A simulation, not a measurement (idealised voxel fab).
Documented hereafter: the process module known as voxel transistor to metal.
Square cells of 5 nm make up the cross-section cut, whose width is 210 nm.
Notation: cross-section as square-cell grid; stated in bands, top first, going down; one or more cell rows per band. What a band's entry tells you: where the top is and where the bottom is, as heights in nm, and after that what lies inside, material by material from left to right, each with its width in nm. Empty space is written as the word "blank", and a single material marked with the word "edge to edge" occupies the band from edge to edge. Heights are reckoned from 0. Under this level, the received wafer is all of one material. The bottommost band is open-ended downward, for example "0 down". Graded width ("30->40"): value in top row of band = first number; value in bottom row = second number; row-to-row change constant. What does "changes: none" mean for a step? It means no cell of the cross-section changed in that step. Basically, "Closed void catalog" tells you about the enclosed voids: empty spaces with no open way to the top, 8 cells or bigger, each written width x height at distance, where distance is from the left edge, all in nm. On each step's line, the part that comes after the settings is the simulator's own comment on the step. On any step carrying a mask, the "overlay nm" setting, if present on the step's line, tells how far right of its planned place the mask lay; negative values point to the left.

Set out below are the planned steps of the process
1) RECEIVE with material Si
2) CONFORMAL_DEP with material SiO2, thk nm 5
3) CONFORMAL_DEP with material SiN, thk nm 10
4) DIRECTIONAL_DEP with material aC, thk nm 10
5) PATTERN with tone cover, mask id ACTIVE, material resist, width nm 105, thk nm 25, overlay nm 0
6) DIRECTIONAL_ETCH with etch materials aC, depth nm 10
7) STRIP with etch materials resist
8) DIRECTIONAL_ETCH with etch materials SiN, depth nm 10
9) DIRECTIONAL_ETCH with etch materials SiO2, depth nm 5
10) DIRECTIONAL_ETCH with etch materials Si, depth nm 30
11) STRIP with etch materials aC
12) FILL_DEP with material SiO2, thk nm 15
13) CMP with height nm 15
14) SELECTIVE_ETCH with etch materials SiO2, depth nm 5
15) STRIP with etch materials SiN
16) SELECTIVE_ETCH with etch materials SiO2, depth nm 5
17) OXIDIZE with depth nm 5
18) DIRECTIONAL_DEP with material polySi, thk nm 20
19) DIRECTIONAL_DEP with material SiCN, thk nm 10
20) DIRECTIONAL_DEP with material aC, thk nm 10
21) PATTERN with tone cover, mask id GATE, material resist, width nm 15, thk nm 30, overlay nm 0
22) DIRECTIONAL_ETCH with etch materials aC, depth nm 10
23) STRIP with etch materials resist
24) DIRECTIONAL_ETCH with etch materials SiCN, depth nm 20
25) DIRECTIONAL_ETCH with etch materials polySi, depth nm 30
26) STRIP with etch materials aC
27) CONFORMAL_DEP with material SiN, thk nm 5
28) DIRECTIONAL_ETCH with etch materials SiN, depth nm 5
29) DIRECTIONAL_ETCH with etch materials SiO2, depth nm 5
30) EPI with material pSi, thk nm 5
31) FILL_DEP with material SiO2, thk nm 10
32) CMP with height nm 30
33) DIRECTIONAL_DEP with material SiO2, thk nm 15
34) PATTERN with tone open, mask id CONTACT, material resist, width nm 30, pitch nm 55, thk nm 20, overlay nm 0
35) DIRECTIONAL_ETCH with etch materials SiO2, depth nm 45
36) STRIP with etch materials resist
37) CONFORMAL_DEP with material TiN, thk nm 5
38) FILL_DEP with material W, thk nm 5
39) CMP with height nm 45
40) DIRECTIONAL_DEP with material TiN, thk nm 5
41) DIRECTIONAL_DEP with material W, thk nm 25
42) DIRECTIONAL_DEP with material aC, thk nm 15
43) PATTERN with tone cover, mask id METAL_1, material resist, width nm 15, pitch nm 70, thk nm 35, overlay nm 0
44) DIRECTIONAL_ETCH with etch materials aC, depth nm 15
45) STRIP with etch materials resist
46) DIRECTIONAL_ETCH with etch materials W, depth nm 25
47) DIRECTIONAL_ETCH with etch materials TiN, depth nm 5
48) STRIP with etch materials aC
49) FILL_DEP with material SiO2, thk nm 10
50) CMP with height nm 75
51) CONFORMAL_DEP with material SiN, thk nm 5

The first of the two wafers, which ran as planned

As received, after step 1
* 0 down = Si edge to edge
* Closed void catalog: none

Wafer after step 2 (cross-section)
* 5 to 0 = SiO2 edge to edge
* Below 0, no change.

Wafer after step 3 (cross-section)
* 15 to 5 = SiN edge to edge
* Below 5, no change.

Wafer after step 4 (cross-section)
* 25 to 15 = aC edge to edge
* Below 15, no change.

Wafer after step 5 (cross-section)
* 50 to 25 = blank (50)  resist (105)  blank (55)
* Below 25, no change.

Wafer after step 6 (cross-section)
* 40 to 25 = blank (50)  resist (105)  blank (55)
* 25 to 15 = blank (50)  aC (105)  blank (55)
* Below 15, no change.

Wafer after step 7 (cross-section)
* 25 to 15 = blank (50)  aC (105)  blank (55)
* Below 15, no change.

Wafer after step 8 (cross-section)
* 25 to 15 = blank (50)  aC (105)  blank (55)
* 15 to 5 = blank (50)  SiN (105)  blank (55)
* Below 5, no change.

Wafer after step 9 (cross-section)
* 25 to 15 = blank (50)  aC (105)  blank (55)
* 15 to 5 = blank (50)  SiN (105)  blank (55)
* 5 to 0 = blank (50)  SiO2 (105)  blank (55)
* Below 0, no change.

Wafer after step 10 (cross-section)
* 25 to 15 = blank (50)  aC (105)  blank (55)
* 15 to 5 = blank (50)  SiN (105)  blank (55)
* 5 to 0 = blank (50)  SiO2 (105)  blank (55)
* 0 to -30 = blank (50)  Si (105)  blank (55)
* Below -30, no change.

Wafer after step 11 (cross-section)
* 15 to 5 = blank (50)  SiN (105)  blank (55)
* Below 5, no change.

Wafer after step 12 (cross-section)
* 30 to 15 = SiO2 edge to edge
* 15 to 5 = SiO2 (50)  SiN (105)  SiO2 (55)
* 5 to 0 = SiO2 edge to edge
* 0 to -30 = SiO2 (50)  Si (105)  SiO2 (55)
* Below -30, no change.

Wafer after step 13 (cross-section)
* 15 to 5 = SiO2 (50)  SiN (105)  SiO2 (55)
* Below 5, no change.

Wafer after step 14 (cross-section)
* 15 to 10 = blank (50)  SiN (105)  blank (55)
* Below 10, no change.

Wafer after step 15 (cross-section)
* 10 to 5 = SiO2 (50)  blank (105)  SiO2 (55)
* Below 5, no change.

Wafer after step 16 (cross-section)
* 5 to 0 = SiO2 (45)  blank (115)  SiO2 (50)
* Below 0, no change.

Wafer after step 17 (cross-section)
* 5 to 0 = SiO2 (45)  blank (115)  SiO2 (50)
* 0 to -5 = SiO2 edge to edge
* Below -5, no change.

Wafer after step 18 (cross-section)
* 25 to 20 = polySi (45)  blank (115)  polySi (50)
* 20 to 5 = polySi edge to edge
* 5 to 0 = SiO2 (45)  polySi (115)  SiO2 (50)
* Below 0, no change.

Wafer after step 19 (cross-section)
* 35 to 30 = SiCN (45)  blank (115)  SiCN (50)
* 30 to 25 = SiCN edge to edge
* 25 to 20 = polySi (45)  SiCN (115)  polySi (50)
* Below 20, no change.

Wafer after step 20 (cross-section)
* 45 to 40 = aC (45)  blank (115)  aC (50)
* 40 to 35 = aC edge to edge
* 35 to 30 = SiCN (45)  aC (115)  SiCN (50)
* Below 30, no change.

Wafer after step 21 (cross-section)
* 75 to 45 = blank (95)  resist (15)  blank (100)
* 45 to 40 = aC (45)  blank (50)  resist (15)  blank (50)  aC (50)
* Below 40, no change.

Wafer after step 22 (cross-section)
* 65 to 40 = blank (95)  resist (15)  blank (100)
* 40 to 35 = blank (95)  aC (15)  blank (100)
* 35 to 30 = SiCN (45)  blank (50)  aC (15)  blank (50)  SiCN (50)
* Below 30, no change.

Wafer after step 23 (cross-section)
* 40 to 35 = blank (95)  aC (15)  blank (100)
* Below 35, no change.

Wafer after step 24 (cross-section)
* 40 to 30 = blank (95)  aC (15)  blank (100)
* 30 to 25 = blank (95)  SiCN (15)  blank (100)
* 25 to 20 = polySi (45)  blank (50)  SiCN (15)  blank (50)  polySi (50)
* Below 20, no change.

Wafer after step 25 (cross-section)
* 40 to 30 = blank (95)  aC (15)  blank (100)
* 30 to 20 = blank (95)  SiCN (15)  blank (100)
* 20 to 5 = blank (95)  polySi (15)  blank (100)
* 5 to 0 = SiO2 (45)  blank (50)  polySi (15)  blank (50)  SiO2 (50)
* Below 0, no change.

Wafer after step 26 (cross-section)
* 30 to 20 = blank (95)  SiCN (15)  blank (100)
* Below 20, no change.

Wafer after step 27 (cross-section)
* 35 to 30 = blank (90)  SiN (25)  blank (95)
* 30 to 20 = blank (90)  SiN (5)  SiCN (15)  SiN (5)  blank (95)
* 20 to 10 = blank (90)  SiN (5)  polySi (15)  SiN (5)  blank (95)
* 10 to 5 = SiN (50)  blank (40)  SiN (5)  polySi (15)  SiN (5)  blank (40)  SiN (55)
* 5 to 0 = SiO2 (45)  SiN (50)  polySi (15)  SiN (50)  SiO2 (50)
* Below 0, no change.

Wafer after step 28 (cross-section)
* 30 to 20 = blank (90)  SiN (5)  SiCN (15)  SiN (5)  blank (95)
* 20 to 5 = blank (90)  SiN (5)  polySi (15)  SiN (5)  blank (95)
* 5 to 0 = SiO2 (45)  SiN (5)  blank (40)  SiN (5)  polySi (15)  SiN (5)  blank (40)  SiN (5)  SiO2 (50)
* Below 0, no change.

Wafer after step 29 (cross-section)
* 30 to 20 = blank (90)  SiN (5)  SiCN (15)  SiN (5)  blank (95)
* 20 to 5 = blank (90)  SiN (5)  polySi (15)  SiN (5)  blank (95)
* 5 to 0 = blank (45)  SiN (5)  blank (40)  SiN (5)  polySi (15)  SiN (5)  blank (40)  SiN (5)  blank (50)
* 0 to -5 = SiO2 (50)  blank (40)  SiO2 (25)  blank (40)  SiO2 (55)
* Below -5, no change.

Wafer after step 30 (cross-section)
* 30 to 20 = blank (90)  SiN (5)  SiCN (15)  SiN (5)  blank (95)
* 20 to 5 = blank (90)  SiN (5)  polySi (15)  SiN (5)  blank (95)
* 5 to 0 = blank (45)  SiN (5)  blank (40)  SiN (5)  polySi (15)  SiN (5)  blank (40)  SiN (5)  blank (50)
* 0 to -5 = SiO2 (50)  pSi (40)  SiO2 (25)  pSi (40)  SiO2 (55)
* Below -5, no change.

Wafer after step 31 (cross-section)
* 40 to 30 = SiO2 edge to edge
* 30 to 20 = SiO2 (90)  SiN (5)  SiCN (15)  SiN (5)  SiO2 (95)
* 20 to 5 = SiO2 (90)  SiN (5)  polySi (15)  SiN (5)  SiO2 (95)
* 5 to 0 = SiO2 (45)  SiN (5)  SiO2 (40)  SiN (5)  polySi (15)  SiN (5)  SiO2 (40)  SiN (5)  SiO2 (50)
* Below 0, no change.

Wafer after step 32 (cross-section)
* 30 to 20 = SiO2 (90)  SiN (5)  SiCN (15)  SiN (5)  SiO2 (95)
* Below 20, no change.

Wafer after step 33 (cross-section)
* 45 to 30 = SiO2 edge to edge
* Below 30, no change.

Wafer after step 34 (cross-section)
* 65 to 45 = resist (60)  blank (30)  resist (25)  blank (30)  resist (65)
* Below 45, no change.

Wafer after step 35 (cross-section)
* 65 to 45 = resist (60)  blank (30)  resist (25)  blank (30)  resist (65)
* 45 to 30 = SiO2 (60)  blank (30)  SiO2 (25)  blank (30)  SiO2 (65)
* 30 to 20 = SiO2 (60)  blank (30)  SiN (5)  SiCN (15)  SiN (5)  blank (30)  SiO2 (65)
* 20 to 5 = SiO2 (60)  blank (30)  SiN (5)  polySi (15)  SiN (5)  blank (30)  SiO2 (65)
* 5 to 0 = SiO2 (45)  SiN (5)  SiO2 (10)  blank (30)  SiN (5)  polySi (15)  SiN (5)  blank (30)  SiO2 (10)  SiN (5)  SiO2 (50)
* Below 0, no change.

Wafer after step 36 (cross-section)
* 45 to 30 = SiO2 (60)  blank (30)  SiO2 (25)  blank (30)  SiO2 (65)
* Below 30, no change.

Wafer after step 37 (cross-section)
* 50 to 45 = TiN (65)  blank (20)  TiN (35)  blank (20)  TiN (70)
* 45 to 30 = SiO2 (60)  TiN (5)  blank (20)  TiN (5)  SiO2 (25)  TiN (5)  blank (20)  TiN (5)  SiO2 (65)
* 30 to 20 = SiO2 (60)  TiN (5)  blank (20)  TiN (5)  SiN (5)  SiCN (15)  SiN (5)  TiN (5)  blank (20)  TiN (5)  SiO2 (65)
* 20 to 5 = SiO2 (60)  TiN (5)  blank (20)  TiN (5)  SiN (5)  polySi (15)  SiN (5)  TiN (5)  blank (20)  TiN (5)  SiO2 (65)
* 5 to 0 = SiO2 (45)  SiN (5)  SiO2 (10)  TiN (30)  SiN (5)  polySi (15)  SiN (5)  TiN (30)  SiO2 (10)  SiN (5)  SiO2 (50)
* Below 0, no change.

Wafer after step 38 (cross-section)
* 55 to 50 = W edge to edge
* 50 to 45 = TiN (65)  W (20)  TiN (35)  W (20)  TiN (70)
* 45 to 30 = SiO2 (60)  TiN (5)  W (20)  TiN (5)  SiO2 (25)  TiN (5)  W (20)  TiN (5)  SiO2 (65)
* 30 to 20 = SiO2 (60)  TiN (5)  W (20)  TiN (5)  SiN (5)  SiCN (15)  SiN (5)  TiN (5)  W (20)  TiN (5)  SiO2 (65)
* 20 to 5 = SiO2 (60)  TiN (5)  W (20)  TiN (5)  SiN (5)  polySi (15)  SiN (5)  TiN (5)  W (20)  TiN (5)  SiO2 (65)
* Below 5, no change.

Wafer after step 39 (cross-section)
* 45 to 30 = SiO2 (60)  TiN (5)  W (20)  TiN (5)  SiO2 (25)  TiN (5)  W (20)  TiN (5)  SiO2 (65)
* Below 30, no change.

Wafer after step 40 (cross-section)
* 50 to 45 = TiN edge to edge
* Below 45, no change.

Wafer after step 41 (cross-section)
* 75 to 50 = W edge to edge
* Below 50, no change.

Wafer after step 42 (cross-section)
* 90 to 75 = aC edge to edge
* Below 75, no change.

Wafer after step 43 (cross-section)
* 125 to 90 = blank (60)  resist (15)  blank (55)  resist (15)  blank (65)
* Below 90, no change.

Wafer after step 44 (cross-section)
* 110 to 90 = blank (60)  resist (15)  blank (55)  resist (15)  blank (65)
* 90 to 75 = blank (60)  aC (15)  blank (55)  aC (15)  blank (65)
* Below 75, no change.

Wafer after step 45 (cross-section)
* 90 to 75 = blank (60)  aC (15)  blank (55)  aC (15)  blank (65)
* Below 75, no change.

Wafer after step 46 (cross-section)
* 90 to 75 = blank (60)  aC (15)  blank (55)  aC (15)  blank (65)
* 75 to 50 = blank (60)  W (15)  blank (55)  W (15)  blank (65)
* Below 50, no change.

Wafer after step 47 (cross-section)
* 90 to 75 = blank (60)  aC (15)  blank (55)  aC (15)  blank (65)
* 75 to 50 = blank (60)  W (15)  blank (55)  W (15)  blank (65)
* 50 to 45 = blank (60)  TiN (15)  blank (55)  TiN (15)  blank (65)
* Below 45, no change.

Wafer after step 48 (cross-section)
* 75 to 50 = blank (60)  W (15)  blank (55)  W (15)  blank (65)
* Below 50, no change.

Wafer after step 49 (cross-section)
* 85 to 75 = SiO2 edge to edge
* 75 to 50 = SiO2 (60)  W (15)  SiO2 (55)  W (15)  SiO2 (65)
* 50 to 45 = SiO2 (60)  TiN (15)  SiO2 (55)  TiN (15)  SiO2 (65)
* Below 45, no change.

Wafer after step 50 (cross-section)
* 75 to 50 = SiO2 (60)  W (15)  SiO2 (55)  W (15)  SiO2 (65)
* Below 50, no change.

Wafer after step 51 (cross-section)
* 80 to 75 = SiN edge to edge
* Below 75, no change.

Wafer two of two - same starting point, same process plan, one mistake in execution; matches wafer one up to and including step 13

Cross-section of the second wafer at the time step 14 of the plan should have ended
* 15 to 5 = SiO2 (50)  blank (105)  SiO2 (55)
* Below 5, no change.

Cross-section of the second wafer at the time step 15 of the plan should have ended
* 10 to 0 = SiO2 (45)  blank (115)  SiO2 (50)
* Below 0, no change.

Cross-section of the second wafer at the time step 16 of the plan should have ended
* 5 to 0 = SiO2 (40)  blank (125)  SiO2 (45)
* 0 to -5 = SiO2 (40)  blank (10)  Si (105)  blank (10)  SiO2 (45)
* Below -5, no change.

Cross-section of the second wafer at the time step 17 of the plan should have ended
* 5 to 0 = SiO2 (40)  blank (125)  SiO2 (45)
* 0 to -5 = SiO2 (40)  blank (10)  SiO2 (105)  blank (10)  SiO2 (45)
* -5 to -10 = SiO2 (55)  Si (95)  SiO2 (60)
* Below -10, no change.

Cross-section of the second wafer at the time step 18 of the plan should have ended
* 25 to 20 = polySi (40)  blank (125)  polySi (45)
* 20 to 15 = polySi (40)  blank (10)  polySi (105)  blank (10)  polySi (45)
* 15 to 5 = polySi edge to edge
* 5 to 0 = SiO2 (40)  polySi (125)  SiO2 (45)
* 0 to -5 = SiO2 (40)  polySi (10)  SiO2 (105)  polySi (10)  SiO2 (45)
* Below -5, no change.

Cross-section of the second wafer at the time step 19 of the plan should have ended
* 35 to 30 = SiCN (40)  blank (125)  SiCN (45)
* 30 to 25 = SiCN (40)  blank (10)  SiCN (105)  blank (10)  SiCN (45)
* 25 to 20 = polySi (40)  SiCN (125)  polySi (45)
* 20 to 15 = polySi (40)  SiCN (10)  polySi (105)  SiCN (10)  polySi (45)
* Below 15, no change.

Cross-section of the second wafer at the time step 20 of the plan should have ended
* 45 to 40 = aC (40)  blank (125)  aC (45)
* 40 to 35 = aC (40)  blank (10)  aC (105)  blank (10)  aC (45)
* 35 to 30 = SiCN (40)  aC (125)  SiCN (45)
* 30 to 25 = SiCN (40)  aC (10)  SiCN (105)  aC (10)  SiCN (45)
* Below 25, no change.

Cross-section of the second wafer at the time step 21 of the plan should have ended
* 75 to 45 = blank (95)  resist (15)  blank (100)
* 45 to 40 = aC (40)  blank (55)  resist (15)  blank (55)  aC (45)
* Below 40, no change.

Cross-section of the second wafer at the time step 22 of the plan should have ended
* 65 to 40 = blank (95)  resist (15)  blank (100)
* 40 to 35 = blank (95)  aC (15)  blank (100)
* 35 to 30 = SiCN (40)  blank (55)  aC (15)  blank (55)  SiCN (45)
* 30 to 25 = SiCN (40)  blank (10)  SiCN (105)  blank (10)  SiCN (45)
* Below 25, no change.

Cross-section of the second wafer at the time step 23 of the plan should have ended
* 40 to 35 = blank (95)  aC (15)  blank (100)
* Below 35, no change.

Cross-section of the second wafer at the time step 24 of the plan should have ended
* 40 to 30 = blank (95)  aC (15)  blank (100)
* 30 to 25 = blank (95)  SiCN (15)  blank (100)
* 25 to 20 = polySi (40)  blank (55)  SiCN (15)  blank (55)  polySi (45)
* 20 to 15 = polySi (40)  blank (10)  polySi (105)  blank (10)  polySi (45)
* Below 15, no change.

Cross-section of the second wafer at the time step 25 of the plan should have ended
* 40 to 30 = blank (95)  aC (15)  blank (100)
* 30 to 20 = blank (95)  SiCN (15)  blank (100)
* 20 to 5 = blank (95)  polySi (15)  blank (100)
* 5 to 0 = SiO2 (40)  blank (55)  polySi (15)  blank (55)  SiO2 (45)
* 0 to -5 = SiO2 (40)  blank (10)  SiO2 (105)  blank (10)  SiO2 (45)
* Below -5, no change.

Cross-section of the second wafer at the time step 26 of the plan should have ended
* 30 to 20 = blank (95)  SiCN (15)  blank (100)
* Below 20, no change.

Cross-section of the second wafer at the time step 27 of the plan should have ended
* 35 to 30 = blank (90)  SiN (25)  blank (95)
* 30 to 20 = blank (90)  SiN (5)  SiCN (15)  SiN (5)  blank (95)
* 20 to 10 = blank (90)  SiN (5)  polySi (15)  SiN (5)  blank (95)
* 10 to 5 = SiN (45)  blank (45)  SiN (5)  polySi (15)  SiN (5)  blank (45)  SiN (50)
* 5 to 0 = SiO2 (40)  SiN (55)  polySi (15)  SiN (55)  SiO2 (45)
* 0 to -5 = SiO2 (40)  SiN (10)  SiO2 (105)  SiN (10)  SiO2 (45)
* Below -5, no change.

Cross-section of the second wafer at the time step 28 of the plan should have ended
* 30 to 20 = blank (90)  SiN (5)  SiCN (15)  SiN (5)  blank (95)
* 20 to 5 = blank (90)  SiN (5)  polySi (15)  SiN (5)  blank (95)
* 5 to 0 = SiO2 (40)  SiN (5)  blank (45)  SiN (5)  polySi (15)  SiN (5)  blank (45)  SiN (5)  SiO2 (45)
* Below 0, no change.

Cross-section of the second wafer at the time step 29 of the plan should have ended
* 30 to 20 = blank (90)  SiN (5)  SiCN (15)  SiN (5)  blank (95)
* 20 to 5 = blank (90)  SiN (5)  polySi (15)  SiN (5)  blank (95)
* 5 to 0 = blank (40)  SiN (5)  blank (45)  SiN (5)  polySi (15)  SiN (5)  blank (45)  SiN (5)  blank (45)
* 0 to -5 = SiO2 (40)  SiN (10)  blank (40)  SiO2 (25)  blank (40)  SiN (10)  SiO2 (45)
* Below -5, no change.

Cross-section of the second wafer at the time step 30 of the plan should have ended
* 30 to 20 = blank (90)  SiN (5)  SiCN (15)  SiN (5)  blank (95)
* 20 to 5 = blank (90)  SiN (5)  polySi (15)  SiN (5)  blank (95)
* 5 to 0 = blank (40)  SiN (5)  blank (45)  SiN (5)  polySi (15)  SiN (5)  blank (45)  SiN (5)  blank (45)
* 0 to -5 = SiO2 (40)  SiN (10)  pSi (40)  SiO2 (25)  pSi (40)  SiN (10)  SiO2 (45)
* Below -5, no change.

Cross-section of the second wafer at the time step 31 of the plan should have ended
* 40 to 30 = SiO2 edge to edge
* 30 to 20 = SiO2 (90)  SiN (5)  SiCN (15)  SiN (5)  SiO2 (95)
* 20 to 5 = SiO2 (90)  SiN (5)  polySi (15)  SiN (5)  SiO2 (95)
* 5 to 0 = SiO2 (40)  SiN (5)  SiO2 (45)  SiN (5)  polySi (15)  SiN (5)  SiO2 (45)  SiN (5)  SiO2 (45)
* Below 0, no change.

Cross-section of the second wafer at the time step 32 of the plan should have ended
* 30 to 20 = SiO2 (90)  SiN (5)  SiCN (15)  SiN (5)  SiO2 (95)
* Below 20, no change.

Cross-section of the second wafer at the time step 33 of the plan should have ended
* 45 to 30 = SiO2 edge to edge
* Below 30, no change.

Cross-section of the second wafer at the time step 34 of the plan should have ended
* 65 to 45 = resist (60)  blank (30)  resist (25)  blank (30)  resist (65)
* Below 45, no change.

Cross-section of the second wafer at the time step 35 of the plan should have ended
* 65 to 45 = resist (60)  blank (30)  resist (25)  blank (30)  resist (65)
* 45 to 30 = SiO2 (60)  blank (30)  SiO2 (25)  blank (30)  SiO2 (65)
* 30 to 20 = SiO2 (60)  blank (30)  SiN (5)  SiCN (15)  SiN (5)  blank (30)  SiO2 (65)
* 20 to 5 = SiO2 (60)  blank (30)  SiN (5)  polySi (15)  SiN (5)  blank (30)  SiO2 (65)
* 5 to 0 = SiO2 (40)  SiN (5)  SiO2 (15)  blank (30)  SiN (5)  polySi (15)  SiN (5)  blank (30)  SiO2 (15)  SiN (5)  SiO2 (45)
* Below 0, no change.

Cross-section of the second wafer at the time step 36 of the plan should have ended
* 45 to 30 = SiO2 (60)  blank (30)  SiO2 (25)  blank (30)  SiO2 (65)
* Below 30, no change.

Cross-section of the second wafer at the time step 37 of the plan should have ended
* 50 to 45 = TiN (65)  blank (20)  TiN (35)  blank (20)  TiN (70)
* 45 to 30 = SiO2 (60)  TiN (5)  blank (20)  TiN (5)  SiO2 (25)  TiN (5)  blank (20)  TiN (5)  SiO2 (65)
* 30 to 20 = SiO2 (60)  TiN (5)  blank (20)  TiN (5)  SiN (5)  SiCN (15)  SiN (5)  TiN (5)  blank (20)  TiN (5)  SiO2 (65)
* 20 to 5 = SiO2 (60)  TiN (5)  blank (20)  TiN (5)  SiN (5)  polySi (15)  SiN (5)  TiN (5)  blank (20)  TiN (5)  SiO2 (65)
* 5 to 0 = SiO2 (40)  SiN (5)  SiO2 (15)  TiN (30)  SiN (5)  polySi (15)  SiN (5)  TiN (30)  SiO2 (15)  SiN (5)  SiO2 (45)
* Below 0, no change.

Cross-section of the second wafer at the time step 38 of the plan should have ended
* 55 to 50 = W edge to edge
* 50 to 45 = TiN (65)  W (20)  TiN (35)  W (20)  TiN (70)
* 45 to 30 = SiO2 (60)  TiN (5)  W (20)  TiN (5)  SiO2 (25)  TiN (5)  W (20)  TiN (5)  SiO2 (65)
* 30 to 20 = SiO2 (60)  TiN (5)  W (20)  TiN (5)  SiN (5)  SiCN (15)  SiN (5)  TiN (5)  W (20)  TiN (5)  SiO2 (65)
* 20 to 5 = SiO2 (60)  TiN (5)  W (20)  TiN (5)  SiN (5)  polySi (15)  SiN (5)  TiN (5)  W (20)  TiN (5)  SiO2 (65)
* Below 5, no change.

Cross-section of the second wafer at the time step 39 of the plan should have ended
* 45 to 30 = SiO2 (60)  TiN (5)  W (20)  TiN (5)  SiO2 (25)  TiN (5)  W (20)  TiN (5)  SiO2 (65)
* Below 30, no change.

Cross-section of the second wafer at the time step 40 of the plan should have ended
* 50 to 45 = TiN edge to edge
* Below 45, no change.

Cross-section of the second wafer at the time step 41 of the plan should have ended
* 75 to 50 = W edge to edge
* Below 50, no change.

Cross-section of the second wafer at the time step 42 of the plan should have ended
* 90 to 75 = aC edge to edge
* Below 75, no change.

Cross-section of the second wafer at the time step 43 of the plan should have ended
* 125 to 90 = blank (60)  resist (15)  blank (55)  resist (15)  blank (65)
* Below 90, no change.

Cross-section of the second wafer at the time step 44 of the plan should have ended
* 110 to 90 = blank (60)  resist (15)  blank (55)  resist (15)  blank (65)
* 90 to 75 = blank (60)  aC (15)  blank (55)  aC (15)  blank (65)
* Below 75, no change.

Cross-section of the second wafer at the time step 45 of the plan should have ended
* 90 to 75 = blank (60)  aC (15)  blank (55)  aC (15)  blank (65)
* Below 75, no change.

Cross-section of the second wafer at the time step 46 of the plan should have ended
* 90 to 75 = blank (60)  aC (15)  blank (55)  aC (15)  blank (65)
* 75 to 50 = blank (60)  W (15)  blank (55)  W (15)  blank (65)
* Below 50, no change.

Cross-section of the second wafer at the time step 47 of the plan should have ended
* 90 to 75 = blank (60)  aC (15)  blank (55)  aC (15)  blank (65)
* 75 to 50 = blank (60)  W (15)  blank (55)  W (15)  blank (65)
* 50 to 45 = blank (60)  TiN (15)  blank (55)  TiN (15)  blank (65)
* Below 45, no change.

Cross-section of the second wafer at the time step 48 of the plan should have ended
* 75 to 50 = blank (60)  W (15)  blank (55)  W (15)  blank (65)
* Below 50, no change.

Cross-section of the second wafer at the time step 49 of the plan should have ended
* 85 to 75 = SiO2 edge to edge
* 75 to 50 = SiO2 (60)  W (15)  SiO2 (55)  W (15)  SiO2 (65)
* 50 to 45 = SiO2 (60)  TiN (15)  SiO2 (55)  TiN (15)  SiO2 (65)
* Below 45, no change.

Cross-section of the second wafer at the time step 50 of the plan should have ended
* 75 to 50 = SiO2 (60)  W (15)  SiO2 (55)  W (15)  SiO2 (65)
* Below 50, no change.

Cross-section of the second wafer at the time step 51 of the plan should have ended
* 80 to 75 = SiN edge to edge
* Below 75, no change.
Deviation noted in wafer processing: steps 14 and 15 were swapped
Counted in cells at the end, the second wafer holds more or fewer of these materials than the first: Si -2; SiN +4; SiO2 -2
